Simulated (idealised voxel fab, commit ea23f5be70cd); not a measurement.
Process module, titled voxel fin reveal
Shown is cross-section cut, with a width of 255 nm and square cells of size 5 nm.
Notation: cross-section as square-cell grid; stated in bands, top first, going down; one or more cell rows per band.
Band: top and bottom heights (nm) first, top before bottom; then materials from left to right, widths in nm. "throughout" marks a sole material filling the band edge to edge. "empty" denotes empty space.
Basically, 0 is our baseline, since under it the wafer straight out of the box is all one material. The bottom band has no lower end and keeps on going down, so it looks like "0 and below".
Note: "30..40" means the width goes from the first number (top row of the band) to the second number (bottom row) in equal steps per row of cells.
Where a step carries "no change occurred", the cross-section came out of it unchanged, cell for cell.
"Closed cavity list" lists enclosed empty spaces (at least 8 cells, no open path upward to the top), each as width x height at distance from the left edge, in nm.
Formally, on a step line, whatever follows the settings is a remark that the simulator itself makes on the step.
If you see "overlay nm" on a step's line and that step has a mask, it's telling you how far right of where it was planned the mask ended up; a negative number means it went left instead.
-- plan
1 RECEIVE | material Si
2 CONFORMAL_DEP | material SiN | thk nm 10
3 DIRECTIONAL_DEP | material aC | thk nm 15
4 PATTERN | tone cover | mask id FINS | material resist | width nm 15 | pitch nm 35 | thk nm 30 | overlay nm 0
5 DIRECTIONAL_ETCH | etch materials aC | depth nm 15
6 STRIP | etch materials resist
7 DIRECTIONAL_ETCH | etch materials SiN | depth nm 10
8 DIRECTIONAL_ETCH | etch materials Si | depth nm 30
9 STRIP | etch materials aC
10 OXIDIZE | depth nm 5
11 FILL_DEP | material SiO2 | thk nm 5
12 CMP | height nm 10
13 SELECTIVE_ETCH | etch materials SiO2 | depth nm 30
14 STRIP | etch materials SiN
-- The first of a set of two wafers, run to plan
-- Wafer cross-section on receipt, i.e. after step 1
	0 and below: Si throughout
	Closed cavity list: none
-- Cross-section of the wafer subsequent to step 2
	10 down to 0: SiN throughout
	For the remainder of the cross-section, below 0, there is no change.
-- Cross-section of the wafer subsequent to step 3
	25 down to 10: aC throughout
	For the remainder of the cross-section, below 10, there is no change.
-- Cross-section of the wafer subsequent to step 4
	55 down to 25: empty 100 nm, resist 15 nm, empty 20 nm, resist 15 nm, empty 105 nm
	For the remainder of the cross-section, below 25, there is no change.
-- Cross-section of the wafer subsequent to step 5
	40 down to 25: empty 100 nm, resist 15 nm, empty 20 nm, resist 15 nm, empty 105 nm
	25 down to 10: empty 100 nm, aC 15 nm, empty 20 nm, aC 15 nm, empty 105 nm
	For the remainder of the cross-section, below 10, there is no change.
-- Cross-section of the wafer subsequent to step 6
	25 down to 10: empty 100 nm, aC 15 nm, empty 20 nm, aC 15 nm, empty 105 nm
	For the remainder of the cross-section, below 10, there is no change.
-- Cross-section of the wafer subsequent to step 7
	25 down to 10: empty 100 nm, aC 15 nm, empty 20 nm, aC 15 nm, empty 105 nm
	10 down to 0: empty 100 nm, SiN 15 nm, empty 20 nm, SiN 15 nm, empty 105 nm
	For the remainder of the cross-section, below 0, there is no change.
-- Cross-section of the wafer subsequent to step 8
	25 down to 10: empty 100 nm, aC 15 nm, empty 20 nm, aC 15 nm, empty 105 nm
	10 down to 0: empty 100 nm, SiN 15 nm, empty 20 nm, SiN 15 nm, empty 105 nm
	0 down to -30: empty 100 nm, Si 15 nm, empty 20 nm, Si 15 nm, empty 105 nm
	For the remainder of the cross-section, below -30, there is no change.
-- Cross-section of the wafer subsequent to step 9
	10 down to 0: empty 100 nm, SiN 15 nm, empty 20 nm, SiN 15 nm, empty 105 nm
	For the remainder of the cross-section, below 0, there is no change.
-- Cross-section of the wafer subsequent to step 10
	10 down to 0: empty 100 nm, SiN 15 nm, empty 20 nm, SiN 15 nm, empty 105 nm
	0 down to -30: empty 100 nm, SiO2 5 nm, Si 5 nm, SiO2 5 nm, empty 20 nm, SiO2 5 nm, Si 5 nm, SiO2 5 nm, empty 105 nm
	-30 down to -35: SiO2 105 nm, Si 5 nm, SiO2 30 nm, Si 5 nm, SiO2 110 nm
	For the remainder of the cross-section, below -35, there is no change.
-- Cross-section of the wafer subsequent to step 11
	15 down to 10: SiO2 throughout
	10 down to 0: SiO2 100 nm, SiN 15 nm, SiO2 20 nm, SiN 15 nm, SiO2 105 nm
	0 down to -35: SiO2 105 nm, Si 5 nm, SiO2 30 nm, Si 5 nm, SiO2 110 nm
	For the remainder of the cross-section, below -35, there is no change.
-- Cross-section of the wafer subsequent to step 12
	10 down to 0: SiO2 100 nm, SiN 15 nm, SiO2 20 nm, SiN 15 nm, SiO2 105 nm
	For the remainder of the cross-section, below 0, there is no change.
-- Cross-section of the wafer subsequent to step 13
	10 down to 0: empty 100 nm, SiN 15 nm, empty 20 nm, SiN 15 nm, empty 105 nm
	0 down to -20: empty 105 nm, Si 5 nm, empty 30 nm, Si 5 nm, empty 110 nm
	For the remainder of the cross-section, below -20, there is no change.
-- Cross-section of the wafer subsequent to step 14
	0 down to -20: empty 105 nm, Si 5 nm, empty 30 nm, Si 5 nm, empty 110 nm
	For the remainder of the cross-section, below -20, there is no change.
-- Second wafer - shared start and plan with the first - one error in running - same as the first up to step 7 inclusive
-- Second wafer shown in cross-section at the time step 8 was slated to end
	25 down to 10: empty 100 nm, aC 15 nm, empty 20 nm, aC 15 nm, empty 105 nm
	10 down to 0: empty 100 nm, SiN 15 nm, empty 20 nm, SiN 15 nm, empty 105 nm
	0 down to -40: empty 100 nm, Si 15 nm, empty 20 nm, Si 15 nm, empty 105 nm
	For the remainder of the cross-section, below -40, there is no change.
-- Second wafer shown in cross-section at the time step 9 was slated to end
	10 down to 0: empty 100 nm, SiN 15 nm, empty 20 nm, SiN 15 nm, empty 105 nm
	For the remainder of the cross-section, below 0, there is no change.
-- Second wafer shown in cross-section at the time step 10 was slated to end
	10 down to 0: empty 100 nm, SiN 15 nm, empty 20 nm, SiN 15 nm, empty 105 nm
	0 down to -40: empty 100 nm, SiO2 5 nm, Si 5 nm, SiO2 5 nm, empty 20 nm, SiO2 5 nm, Si 5 nm, SiO2 5 nm, empty 105 nm
	-40 down to -45: SiO2 105 nm, Si 5 nm, SiO2 30 nm, Si 5 nm, SiO2 110 nm
	For the remainder of the cross-section, below -45, there is no change.
-- Second wafer shown in cross-section at the time step 11 was slated to end
	15 down to 10: SiO2 throughout
	10 down to 0: SiO2 100 nm, SiN 15 nm, SiO2 20 nm, SiN 15 nm, SiO2 105 nm
	0 down to -45: SiO2 105 nm, Si 5 nm, SiO2 30 nm, Si 5 nm, SiO2 110 nm
	For the remainder of the cross-section, below -45, there is no change.
-- Second wafer shown in cross-section at the time step 12 was slated to end
	10 down to 0: SiO2 100 nm, SiN 15 nm, SiO2 20 nm, SiN 15 nm, SiO2 105 nm
	For the remainder of the cross-section, below 0, there is no change.
-- Second wafer shown in cross-section at the time step 13 was slated to end
	10 down to 0: empty 100 nm, SiN 15 nm, empty 20 nm, SiN 15 nm, empty 105 nm
	0 down to -20: empty 105 nm, Si 5 nm, empty 30 nm, Si 5 nm, empty 110 nm
	For the remainder of the cross-section, below -20, there is no change.
-- Second wafer shown in cross-section at the time step 14 was slated to end
	0 down to -20: empty 105 nm, Si 5 nm, empty 30 nm, Si 5 nm, empty 110 nm
	For the remainder of the cross-section, below -20, there is no change.
It is concluded that the wafer was processed incorrectly with respect to the plan, in that it should be noted that step 8 was executed with settings other than those planned, the operation and settings actually applied being DIRECTIONAL_ETCH | etch materials Si | depth nm 40
Final difference in cells, second wafer against first, listed per material as more or fewer: Si -98, SiO2 +98
